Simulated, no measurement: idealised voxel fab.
Proc. module: voxel gate over fins
Cross-section cut: width 160 nm, square cells of 5 nm.
Think of the cross-section as a grid of square cells. We describe it in bands, top to bottom, and each band covers one or more rows of those cells.
It is stipulated that each band's entry specify, in nanometres, the height of the top of the band and then that of its bottom, followed by the materials of the band in left-to-right sequence, each together with its width in nanometres. A single material marked by the word "everywhere" is understood to fill the band from edge to edge; the word "air" is understood to denote empty space.
Heights are expressed relative to 0, this being the level below which the as-received wafer comprises one material exclusively. The lowest band is unbounded in the downward direction and is denoted as in "from 0 down".
With a width like "30->40", each row of cells in the band differs from the next by the same amount, the top row carrying the first number and the bottom row the second.
Given "remained unchanged" for a step, no cell of the cross-section differs between before and after that step.
"Enclosed cavity list" contains a list of empty spaces, each no smaller than 8 cells and without an open way to the top, written in the form width x height at distance with the distance from the left edge and all three in nm.
On a step's line, text after the settings is the simulator commenting on that step.
Steps that use a mask can have "overlay nm" on their line. It says how far the mask sat to the right of where it was meant to be. Negative means to the left.
-- The steps planned for the process are as follows
1. op RECEIVE | material Si
2. op CONFORMAL_DEP | material SiN | thk nm 5
3. op PATTERN | tone cover | mask id FINS | material resist | width nm 15 | pitch nm 50 | thk nm 15 | overlay nm 0
4. op DIRECTIONAL_ETCH | etch materials SiN | depth nm 5
5. op DIRECTIONAL_ETCH | etch materials Si | depth nm 40
6. op STRIP | etch materials resist
7. op FILL_DEP | material SiO2 | thk nm 15
8. op CMP | height nm 5
9. op DIRECTIONAL_DEP | material aC | thk nm 15
10. op PATTERN | tone open | mask id RAIL | material resist | width nm 15 | thk nm 30 | overlay nm 0
11. op DIRECTIONAL_ETCH | etch materials aC | depth nm 15
12. op STRIP | etch materials resist
13. op DIRECTIONAL_ETCH | etch materials SiO2 | depth nm 40
14. op STRIP | etch materials aC
15. op CONFORMAL_DEP | material TiN | thk nm 5
16. op FILL_DEP | material Ru | thk nm 5
17. op CMP | height nm 5
18. op SELECTIVE_ETCH | etch materials W Ru TiN | depth nm 25
19. op FILL_DEP | material SiO2 | thk nm 5
20. op CMP | height nm 5
21. op SELECTIVE_ETCH | etch materials SiO2 | depth nm 15
22. op STRIP | etch materials SiN
23. op CONFORMAL_DEP | material HfO2 | thk nm 5
24. op CONFORMAL_DEP | material TiN | thk nm 5
25. op CONFORMAL_DEP | material TiAl | thk nm 5
26. op CONFORMAL_DEP | material TiN | thk nm 5
27. op FILL_DEP | material W | thk nm 15
28. op CMP | height nm 30
29. op CONFORMAL_DEP | material SiCN | thk nm 10
-- Concerning the first of two wafers, which was run in accordance with the plan
-- Cross-section of the wafer at receipt, which is the condition after step 1
    from 0 down = Si everywhere
    Enclosed cavity list: none
-- Step 2 done - wafer cross-section
    from 5 to 0 = SiN everywhere
    Under the height 0 nothing was changed.
-- Step 3 done - wafer cross-section
    from 20 to 5 = air: 20 / resist: 15 / air: 35 / resist: 15 / air: 35 / resist: 15 / air: 25
    Under the height 5 nothing was changed.
-- Step 4 done - wafer cross-section
    from 20 to 5 = air: 20 / resist: 15 / air: 35 / resist: 15 / air: 35 / resist: 15 / air: 25
    from 5 to 0 = air: 20 / SiN: 15 / air: 35 / SiN: 15 / air: 35 / SiN: 15 / air: 25
    Under the height 0 nothing was changed.
-- Step 5 done - wafer cross-section
    from 20 to 5 = air: 20 / resist: 15 / air: 35 / resist: 15 / air: 35 / resist: 15 / air: 25
    from 5 to 0 = air: 20 / SiN: 15 / air: 35 / SiN: 15 / air: 35 / SiN: 15 / air: 25
    from 0 to -40 = air: 20 / Si: 15 / air: 35 / Si: 15 / air: 35 / Si: 15 / air: 25
    Under the height -40 nothing was changed.
-- Step 6 done - wafer cross-section
    from 5 to 0 = air: 20 / SiN: 15 / air: 35 / SiN: 15 / air: 35 / SiN: 15 / air: 25
    Under the height 0 nothing was changed.
-- Step 7 done - wafer cross-section
    from 20 to 5 = SiO2 everywhere
    from 5 to 0 = SiO2: 20 / SiN: 15 / SiO2: 35 / SiN: 15 / SiO2: 35 / SiN: 15 / SiO2: 25
    from 0 to -40 = SiO2: 20 / Si: 15 / SiO2: 35 / Si: 15 / SiO2: 35 / Si: 15 / SiO2: 25
    Under the height -40 nothing was changed.
-- Step 8 done - wafer cross-section
    from 5 to 0 = SiO2: 20 / SiN: 15 / SiO2: 35 / SiN: 15 / SiO2: 35 / SiN: 15 / SiO2: 25
    Under the height 0 nothing was changed.
-- Step 9 done - wafer cross-section
    from 20 to 5 = aC everywhere
    Under the height 5 nothing was changed.
-- Step 10 done - wafer cross-section
    from 50 to 20 = resist: 45 / air: 15 / resist: 100
    Under the height 20 nothing was changed.
-- Step 11 done - wafer cross-section
    from 35 to 20 = resist: 45 / air: 15 / resist: 100
    from 20 to 5 = aC: 45 / air: 15 / aC: 100
    Under the height 5 nothing was changed.
-- Step 12 done - wafer cross-section
    from 20 to 5 = aC: 45 / air: 15 / aC: 100
    Under the height 5 nothing was changed.
-- Step 13 done - wafer cross-section
    from 20 to 5 = aC: 45 / air: 15 / aC: 100
    from 5 to 0 = SiO2: 20 / SiN: 15 / SiO2: 10 / air: 15 / SiO2: 10 / SiN: 15 / SiO2: 35 / SiN: 15 / SiO2: 25
    from 0 to -35 = SiO2: 20 / Si: 15 / SiO2: 10 / air: 15 / SiO2: 10 / Si: 15 / SiO2: 35 / Si: 15 / SiO2: 25
    Under the height -35 nothing was changed.
-- Step 14 done - wafer cross-section
    from 5 to 0 = SiO2: 20 / SiN: 15 / SiO2: 10 / air: 15 / SiO2: 10 / SiN: 15 / SiO2: 35 / SiN: 15 / SiO2: 25
    Under the height 0 nothing was changed.
-- Step 15 done - wafer cross-section
    from 10 to 5 = TiN: 50 / air: 5 / TiN: 105
    from 5 to 0 = SiO2: 20 / SiN: 15 / SiO2: 10 / TiN: 5 / air: 5 / TiN: 5 / SiO2: 10 / SiN: 15 / SiO2: 35 / SiN: 15 / SiO2: 25
    from 0 to -30 = SiO2: 20 / Si: 15 / SiO2: 10 / TiN: 5 / air: 5 / TiN: 5 / SiO2: 10 / Si: 15 / SiO2: 35 / Si: 15 / SiO2: 25
    from -30 to -35 = SiO2: 20 / Si: 15 / SiO2: 10 / TiN: 15 / SiO2: 10 / Si: 15 / SiO2: 35 / Si: 15 / SiO2: 25
    Under the height -35 nothing was changed.
-- Step 16 done - wafer cross-section
    from 15 to 10 = Ru everywhere
    from 10 to 5 = TiN: 50 / Ru: 5 / TiN: 105
    from 5 to 0 = SiO2: 20 / SiN: 15 / SiO2: 10 / TiN: 5 / Ru: 5 / TiN: 5 / SiO2: 10 / SiN: 15 / SiO2: 35 / SiN: 15 / SiO2: 25
    from 0 to -30 = SiO2: 20 / Si: 15 / SiO2: 10 / TiN: 5 / Ru: 5 / TiN: 5 / SiO2: 10 / Si: 15 / SiO2: 35 / Si: 15 / SiO2: 25
    Under the height -30 nothing was changed.
-- Step 17 done - wafer cross-section
    from 5 to 0 = SiO2: 20 / SiN: 15 / SiO2: 10 / TiN: 5 / Ru: 5 / TiN: 5 / SiO2: 10 / SiN: 15 / SiO2: 35 / SiN: 15 / SiO2: 25
    Under the height 0 nothing was changed.
-- Step 18 done - wafer cross-section
    from 5 to 0 = SiO2: 20 / SiN: 15 / SiO2: 10 / air: 15 / SiO2: 10 / SiN: 15 / SiO2: 35 / SiN: 15 / SiO2: 25
    from 0 to -20 = SiO2: 20 / Si: 15 / SiO2: 10 / air: 15 / SiO2: 10 / Si: 15 / SiO2: 35 / Si: 15 / SiO2: 25
    Under the height -20 nothing was changed.
-- Step 19 done - wafer cross-section
    from 10 to 5 = SiO2 everywhere
    from 5 to 0 = SiO2: 20 / SiN: 15 / SiO2: 35 / SiN: 15 / SiO2: 35 / SiN: 15 / SiO2: 25
    from 0 to -20 = SiO2: 20 / Si: 15 / SiO2: 35 / Si: 15 / SiO2: 35 / Si: 15 / SiO2: 25
    Under the height -20 nothing was changed.
-- Step 20 done - wafer cross-section
    from 5 to 0 = SiO2: 20 / SiN: 15 / SiO2: 35 / SiN: 15 / SiO2: 35 / SiN: 15 / SiO2: 25
    Under the height 0 nothing was changed.
-- Step 21 done - wafer cross-section
    from 5 to 0 = air: 20 / SiN: 15 / air: 35 / SiN: 15 / air: 35 / SiN: 15 / air: 25
    from 0 to -10 = air: 20 / Si: 15 / air: 35 / Si: 15 / air: 35 / Si: 15 / air: 25
    Under the height -10 nothing was changed.
-- Step 22 done - wafer cross-section
    from 0 to -10 = air: 20 / Si: 15 / air: 35 / Si: 15 / air: 35 / Si: 15 / air: 25
    Under the height -10 nothing was changed.
-- Step 23 done - wafer cross-section
    from 5 to 0 = air: 15 / HfO2: 25 / air: 25 / HfO2: 25 / air: 25 / HfO2: 25 / air: 20
    from 0 to -5 = air: 15 / HfO2: 5 / Si: 15 / HfO2: 5 / air: 25 / HfO2: 5 / Si: 15 / HfO2: 5 / air: 25 / HfO2: 5 / Si: 15 / HfO2: 5 / air: 20
    from -5 to -10 = HfO2: 20 / Si: 15 / HfO2: 35 / Si: 15 / HfO2: 35 / Si: 15 / HfO2: 25
    Under the height -10 nothing was changed.
-- Step 24 done - wafer cross-section
    from 10 to 5 = air: 10 / TiN: 35 / air: 15 / TiN: 35 / air: 15 / TiN: 35 / air: 15
    from 5 to 0 = air: 10 / TiN: 5 / HfO2: 25 / TiN: 5 / air: 15 / TiN: 5 / HfO2: 25 / TiN: 5 / air: 15 / TiN: 5 / HfO2: 25 / TiN: 5 / air: 15
    from 0 to -5 = TiN: 15 / HfO2: 5 / Si: 15 / HfO2: 5 / TiN: 25 / HfO2: 5 / Si: 15 / HfO2: 5 / TiN: 25 / HfO2: 5 / Si: 15 / HfO2: 5 / TiN: 20
    Under the height -5 nothing was changed.
-- Step 25 done - wafer cross-section
    from 15 to 10 = air: 5 / TiAl: 45 / air: 5 / TiAl: 45 / air: 5 / TiAl: 45 / air: 10
    from 10 to 5 = air: 5 / TiAl: 5 / TiN: 35 / TiAl: 5 / air: 5 / TiAl: 5 / TiN: 35 / TiAl: 5 / air: 5 / TiAl: 5 / TiN: 35 / TiAl: 5 / air: 10
    from 5 to 0 = TiAl: 10 / TiN: 5 / HfO2: 25 / TiN: 5 / TiAl: 15 / TiN: 5 / HfO2: 25 / TiN: 5 / TiAl: 15 / TiN: 5 / HfO2: 25 / TiN: 5 / TiAl: 15
    Under the height 0 nothing was changed.
-- Step 26 done - wafer cross-section
    from 20 to 15 = TiN: 155 / air: 5
    from 15 to 10 = TiN: 5 / TiAl: 45 / TiN: 5 / TiAl: 45 / TiN: 5 / TiAl: 45 / TiN: 5 / air: 5
    from 10 to 5 = TiN: 5 / TiAl: 5 / TiN: 35 / TiAl: 5 / TiN: 5 / TiAl: 5 / TiN: 35 / TiAl: 5 / TiN: 5 / TiAl: 5 / TiN: 35 / TiAl: 5 / TiN: 10
    Under the height 5 nothing was changed.
-- Step 27 done - wafer cross-section
    from 35 to 20 = W everywhere
    from 20 to 15 = TiN: 155 / W: 5
    from 15 to 10 = TiN: 5 / TiAl: 45 / TiN: 5 / TiAl: 45 / TiN: 5 / TiAl: 45 / TiN: 5 / W: 5
    Under the height 10 nothing was changed.
-- Step 28 done - wafer cross-section
    from 30 to 20 = W everywhere
    Under the height 20 nothing was changed.
-- Step 29 done - wafer cross-section
    from 40 to 30 = SiCN everywhere
    Under the height 30 nothing was changed.
-- The second wafer began exactly as the first did and followed the same plan, but one mistake was made while running it; through step 20 inclusive, the two wafers are identical
-- Second wafer profile in section, at the moment step 21 of the plan was meant to be complete
    from 5 to 0 = SiO2: 20 / air: 15 / SiO2: 35 / air: 15 / SiO2: 35 / air: 15 / SiO2: 25
    Under the height 0 nothing was changed.
-- Second wafer profile in section, at the moment step 22 of the plan was meant to be complete
    from 0 to -10 = air: 20 / Si: 15 / air: 35 / Si: 15 / air: 35 / Si: 15 / air: 25
    from -10 to -15 = SiO2: 5 / air: 15 / Si: 15 / air: 15 / SiO2: 5 / air: 15 / Si: 15 / air: 15 / SiO2: 5 / air: 15 / Si: 15 / air: 15 / SiO2: 10
    Under the height -15 nothing was changed.
-- Second wafer profile in section, at the moment step 23 of the plan was meant to be complete
    from 5 to 0 = air: 15 / HfO2: 25 / air: 25 / HfO2: 25 / air: 25 / HfO2: 25 / air: 20
    from 0 to -5 = air: 15 / HfO2: 5 / Si: 15 / HfO2: 5 / air: 25 / HfO2: 5 / Si: 15 / HfO2: 5 / air: 25 / HfO2: 5 / Si: 15 / HfO2: 5 / air: 20
    from -5 to -10 = HfO2: 10 / air: 5 / HfO2: 5 / Si: 15 / HfO2: 5 / air: 5 / HfO2: 15 / air: 5 / HfO2: 5 / Si: 15 / HfO2: 5 / air: 5 / HfO2: 15 / air: 5 / HfO2: 5 / Si: 15 / HfO2: 5 / air: 5 / HfO2: 15
    from -10 to -15 = SiO2: 5 / HfO2: 15 / Si: 15 / HfO2: 15 / SiO2: 5 / HfO2: 15 / Si: 15 / HfO2: 15 / SiO2: 5 / HfO2: 15 / Si: 15 / HfO2: 15 / SiO2: 10
    Under the height -15 nothing was changed.
-- Second wafer profile in section, at the moment step 24 of the plan was meant to be complete
    from 10 to 5 = air: 10 / TiN: 35 / air: 15 / TiN: 35 / air: 15 / TiN: 35 / air: 15
    from 5 to 0 = air: 10 / TiN: 5 / HfO2: 25 / TiN: 5 / air: 15 / TiN: 5 / HfO2: 25 / TiN: 5 / air: 15 / TiN: 5 / HfO2: 25 / TiN: 5 / air: 15
    from 0 to -5 = TiN: 15 / HfO2: 5 / Si: 15 / HfO2: 5 / TiN: 25 / HfO2: 5 / Si: 15 / HfO2: 5 / TiN: 25 / HfO2: 5 / Si: 15 / HfO2: 5 / TiN: 20
    from -5 to -10 = HfO2: 10 / TiN: 5 / HfO2: 5 / Si: 15 / HfO2: 5 / TiN: 5 / HfO2: 15 / TiN: 5 / HfO2: 5 / Si: 15 / HfO2: 5 / TiN: 5 / HfO2: 15 / TiN: 5 / HfO2: 5 / Si: 15 / HfO2: 5 / TiN: 5 / HfO2: 15
    Under the height -10 nothing was changed.
-- Second wafer profile in section, at the moment step 25 of the plan was meant to be complete
    from 15 to 10 = air: 5 / TiAl: 45 / air: 5 / TiAl: 45 / air: 5 / TiAl: 45 / air: 10
    from 10 to 5 = air: 5 / TiAl: 5 / TiN: 35 / TiAl: 5 / air: 5 / TiAl: 5 / TiN: 35 / TiAl: 5 / air: 5 / TiAl: 5 / TiN: 35 / TiAl: 5 / air: 10
    from 5 to 0 = TiAl: 10 / TiN: 5 / HfO2: 25 / TiN: 5 / TiAl: 15 / TiN: 5 / HfO2: 25 / TiN: 5 / TiAl: 15 / TiN: 5 / HfO2: 25 / TiN: 5 / TiAl: 15
    Under the height 0 nothing was changed.
-- Second wafer profile in section, at the moment step 26 of the plan was meant to be complete
    from 20 to 15 = TiN: 155 / air: 5
    from 15 to 10 = TiN: 5 / TiAl: 45 / TiN: 5 / TiAl: 45 / TiN: 5 / TiAl: 45 / TiN: 5 / air: 5
    from 10 to 5 = TiN: 5 / TiAl: 5 / TiN: 35 / TiAl: 5 / TiN: 5 / TiAl: 5 / TiN: 35 / TiAl: 5 / TiN: 5 / TiAl: 5 / TiN: 35 / TiAl: 5 / TiN: 10
    Under the height 5 nothing was changed.
-- Second wafer profile in section, at the moment step 27 of the plan was meant to be complete
    from 35 to 20 = W everywhere
    from 20 to 15 = TiN: 155 / W: 5
    from 15 to 10 = TiN: 5 / TiAl: 45 / TiN: 5 / TiAl: 45 / TiN: 5 / TiAl: 45 / TiN: 5 / W: 5
    Under the height 10 nothing was changed.
-- Second wafer profile in section, at the moment step 28 of the plan was meant to be complete
    from 30 to 20 = W everywhere
    Under the height 20 nothing was changed.
-- Second wafer profile in section, at the moment step 29 of the plan was meant to be complete
    from 40 to 30 = SiCN everywhere
    Under the height 30 nothing was changed.
Finding, execution versus plan: note: step 21 <-> step 22, run order reversed vs plan
The final cell counts differ between the wafers, with the second having more or fewer of some materials than the first: +12 HfO2, -18 SiO2, +6 TiN
